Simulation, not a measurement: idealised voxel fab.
process module | voxel capacitor over wiring
cross-section cut | 270 nm wide | cells 5 nm
A cross-section is a grid of square cells, given in bands from the top down. A band is one or more rows of cells.
Each band's line starts with the height of the band's top and of its bottom, in nm. Then come its materials from left to right, each with its width in nm. One material with "throughout" fills the band from edge to edge. "air" is empty space.
Height 0 is the level under which the wafer as received is all one material. The lowest band goes on downwards, as in "0 down".
A width such as "30 to 40" changes by the same amount from each row of cells to the next, from the band's top row to its bottom row.
"no change" after a step means that no cell of the cross-section changed.
closed voids: empty space of 8 cells or more with no open way to the top, each as width x height at its distance from the left edge, in nm
after a step's settings: what the simulator itself notes on the step
overlay nm, on a step with a mask: how far to the right of its planned place the mask lay; to the left if negative
plan
1 op RECEIVE | material Si
2 op CONFORMAL_DEP | material SiO2 | thk nm 15
3 op CONFORMAL_DEP | material SiCN | thk nm 5
4 op DIRECTIONAL_DEP | material SiO2 | thk nm 25
5 op MASKED_ETCH | tone open | mask id METAL_1 | width nm 20 | pitch nm 90 | etch materials SiO2 | depth nm 25 | overlay nm 0
6 op MASKED_ETCH | tone open | mask id METAL_1 | width nm 20 | pitch nm 90 | etch materials SiCN | depth nm 5 | overlay nm 0
7 op CONFORMAL_DEP | material TiN | thk nm 5
8 op FILL_DEP | material Cu | thk nm 10
9 op CMP | height nm 45
10 op EPI | material Ru | thk nm 5
11 op FILL_DEP | material SiCN | thk nm 5
12 op DIRECTIONAL_DEP | material lowk | thk nm 10
13 op MASKED_ETCH | tone open | mask id PLUG_1 | width nm 15 | etch materials lowk | depth nm 10 | overlay nm 0
14 op MASKED_ETCH | tone open | mask id PLUG_1 | width nm 15 | etch materials SiCN | depth nm 5 | overlay nm 0
15 op CONFORMAL_DEP | material TiN | thk nm 5
16 op FILL_DEP | material W | thk nm 10
17 op CMP | height nm 65
18 op DIRECTIONAL_DEP | material TiN | thk nm 5
19 op DIRECTIONAL_DEP | material HfO2 | thk nm 5
20 op DIRECTIONAL_DEP | material TiN | thk nm 10
21 op MASKED_ETCH | tone cover | mask id UPPER_PLATE | width nm 75 | etch materials TiN | depth nm 10 | overlay nm 0
22 op MASKED_ETCH | tone cover | mask id UPPER_PLATE | width nm 75 | etch materials HfO2 | depth nm 5 | overlay nm 0
23 op MASKED_ETCH | tone cover | mask id LOWER_PLATE | width nm 85 | etch materials TiN | depth nm 5 | overlay nm 0
24 op FILL_DEP | material SiO2 | thk nm 20
25 op CMP | height nm 100
26 op MASKED_ETCH | tone open | mask id PLUG_2 | width nm 15 | etch materials SiO2 | depth nm 15 | overlay nm 0
27 op CONFORMAL_DEP | material TiN | thk nm 5
28 op FILL_DEP | material W | thk nm 10
29 op CMP | height nm 100
30 op CONFORMAL_DEP | material SiCN | thk nm 5
first wafer, as planned
as received, after step 1
  0 down: Si throughout
  closed voids: none
after step 2
  15 to 0: SiO2 throughout
  below 0: unchanged
after step 3
  20 to 15: SiCN throughout
  below 15: unchanged
after step 4
  45 to 20: SiO2 throughout
  below 20: unchanged
after step 5
  45 to 20: SiO2 80 | air 20 | SiO2 70 | air 20 | SiO2 80
  below 20: unchanged
after step 6
  45 to 20: SiO2 80 | air 20 | SiO2 70 | air 20 | SiO2 80
  20 to 15: SiCN 80 | air 20 | SiCN 70 | air 20 | SiCN 80
  below 15: unchanged
after step 7
  50 to 45: TiN 85 | air 10 | TiN 80 | air 10 | TiN 85
  45 to 20: SiO2 80 | TiN 5 | air 10 | TiN 5 | SiO2 70 | TiN 5 | air 10 | TiN 5 | SiO2 80
  20 to 15: SiCN 80 | TiN 20 | SiCN 70 | TiN 20 | SiCN 80
  below 15: unchanged
after step 8
  60 to 50: Cu throughout
  50 to 45: TiN 85 | Cu 10 | TiN 80 | Cu 10 | TiN 85
  45 to 20: SiO2 80 | TiN 5 | Cu 10 | TiN 5 | SiO2 70 | TiN 5 | Cu 10 | TiN 5 | SiO2 80
  below 20: unchanged
after step 9
  45 to 20: SiO2 80 | TiN 5 | Cu 10 | TiN 5 | SiO2 70 | TiN 5 | Cu 10 | TiN 5 | SiO2 80
  below 20: unchanged
after step 10
  50 to 45: air 75 | Ru 30 | air 60 | Ru 30 | air 75
  below 45: unchanged
after step 11
  55 to 50: SiCN throughout
  50 to 45: SiCN 75 | Ru 30 | SiCN 60 | Ru 30 | SiCN 75
  below 45: unchanged
after step 12
  65 to 55: lowk throughout
  below 55: unchanged
after step 13
  65 to 55: lowk 85 | air 15 | lowk 170
  below 55: unchanged
after step 14
  65 to 55: lowk 85 | air 15 | lowk 170
  55 to 50: SiCN 85 | air 15 | SiCN 170
  below 50: unchanged
after step 15
  70 to 65: TiN 90 | air 5 | TiN 175
  65 to 55: lowk 85 | TiN 5 | air 5 | TiN 5 | lowk 170
  55 to 50: SiCN 85 | TiN 15 | SiCN 170
  below 50: unchanged
after step 16
  80 to 70: W throughout
  70 to 65: TiN 90 | W 5 | TiN 175
  65 to 55: lowk 85 | TiN 5 | W 5 | TiN 5 | lowk 170
  below 55: unchanged
after step 17
  65 to 55: lowk 85 | TiN 5 | W 5 | TiN 5 | lowk 170
  below 55: unchanged
after step 18
  70 to 65: TiN throughout
  below 65: unchanged
after step 19
  75 to 70: HfO2 throughout
  below 70: unchanged
after step 20
  85 to 75: TiN throughout
  below 75: unchanged
after step 21
  85 to 75: air 85 | TiN 75 | air 110
  below 75: unchanged
after step 22
  85 to 75: air 85 | TiN 75 | air 110
  75 to 70: air 85 | HfO2 75 | air 110
  below 70: unchanged
after step 23
  85 to 75: air 85 | TiN 75 | air 110
  75 to 70: air 85 | HfO2 75 | air 110
  70 to 65: air 80 | TiN 85 | air 105
  below 65: unchanged
after step 24
  105 to 85: SiO2 throughout
  85 to 75: SiO2 85 | TiN 75 | SiO2 110
  75 to 70: SiO2 85 | HfO2 75 | SiO2 110
  70 to 65: SiO2 80 | TiN 85 | SiO2 105
  below 65: unchanged
after step 25
  100 to 85: SiO2 throughout
  below 85: unchanged
after step 26
  100 to 85: SiO2 95 | air 15 | SiO2 160
  below 85: unchanged
after step 27
  105 to 100: TiN 100 | air 5 | TiN 165
  100 to 90: SiO2 95 | TiN 5 | air 5 | TiN 5 | SiO2 160
  90 to 85: SiO2 95 | TiN 15 | SiO2 160
  below 85: unchanged
after step 28
  115 to 105: W throughout
  105 to 100: TiN 100 | W 5 | TiN 165
  100 to 90: SiO2 95 | TiN 5 | W 5 | TiN 5 | SiO2 160
  below 90: unchanged
after step 29
  100 to 90: SiO2 95 | TiN 5 | W 5 | TiN 5 | SiO2 160
  below 90: unchanged
after step 30
  105 to 100: SiCN throughout
  below 100: unchanged
second wafer: like start, like plan, one mistake. Through step 15 it matches the first wafer
when step 16 should have ended
  80 to 70: Cu throughout
  70 to 65: TiN 90 | Cu 5 | TiN 175
  65 to 55: lowk 85 | TiN 5 | Cu 5 | TiN 5 | lowk 170
  below 55: unchanged
when step 17 should have ended
  65 to 55: lowk 85 | TiN 5 | Cu 5 | TiN 5 | lowk 170
  below 55: unchanged
when step 18 should have ended
  70 to 65: TiN throughout
  below 65: unchanged
when step 19 should have ended
  75 to 70: HfO2 throughout
  below 70: unchanged
when step 20 should have ended
  85 to 75: TiN throughout
  below 75: unchanged
when step 21 should have ended
  85 to 75: air 85 | TiN 75 | air 110
  below 75: unchanged
when step 22 should have ended
  85 to 75: air 85 | TiN 75 | air 110
  75 to 70: air 85 | HfO2 75 | air 110
  below 70: unchanged
when step 23 should have ended
  85 to 75: air 85 | TiN 75 | air 110
  75 to 70: air 85 | HfO2 75 | air 110
  70 to 65: air 80 | TiN 85 | air 105
  below 65: unchanged
when step 24 should have ended
  105 to 85: SiO2 throughout
  85 to 75: SiO2 85 | TiN 75 | SiO2 110
  75 to 70: SiO2 85 | HfO2 75 | SiO2 110
  70 to 65: SiO2 80 | TiN 85 | SiO2 105
  below 65: unchanged
when step 25 should have ended
  100 to 85: SiO2 throughout
  below 85: unchanged
when step 26 should have ended
  100 to 85: SiO2 95 | air 15 | SiO2 160
  below 85: unchanged
when step 27 should have ended
  105 to 100: TiN 100 | air 5 | TiN 165
  100 to 90: SiO2 95 | TiN 5 | air 5 | TiN 5 | SiO2 160
  90 to 85: SiO2 95 | TiN 15 | SiO2 160
  below 85: unchanged
when step 28 should have ended
  115 to 105: W throughout
  105 to 100: TiN 100 | W 5 | TiN 165
  100 to 90: SiO2 95 | TiN 5 | W 5 | TiN 5 | SiO2 160
  below 90: unchanged
when step 29 should have ended
  100 to 90: SiO2 95 | TiN 5 | W 5 | TiN 5 | SiO2 160
  below 90: unchanged
when step 30 should have ended
  105 to 100: SiCN throughout
  below 100: unchanged
what went wrong: step 16 ran as: op FILL_DEP | material Cu | thk nm 10
at the end the second wafer has, in cells: 2 more of Cu | 2 fewer of W
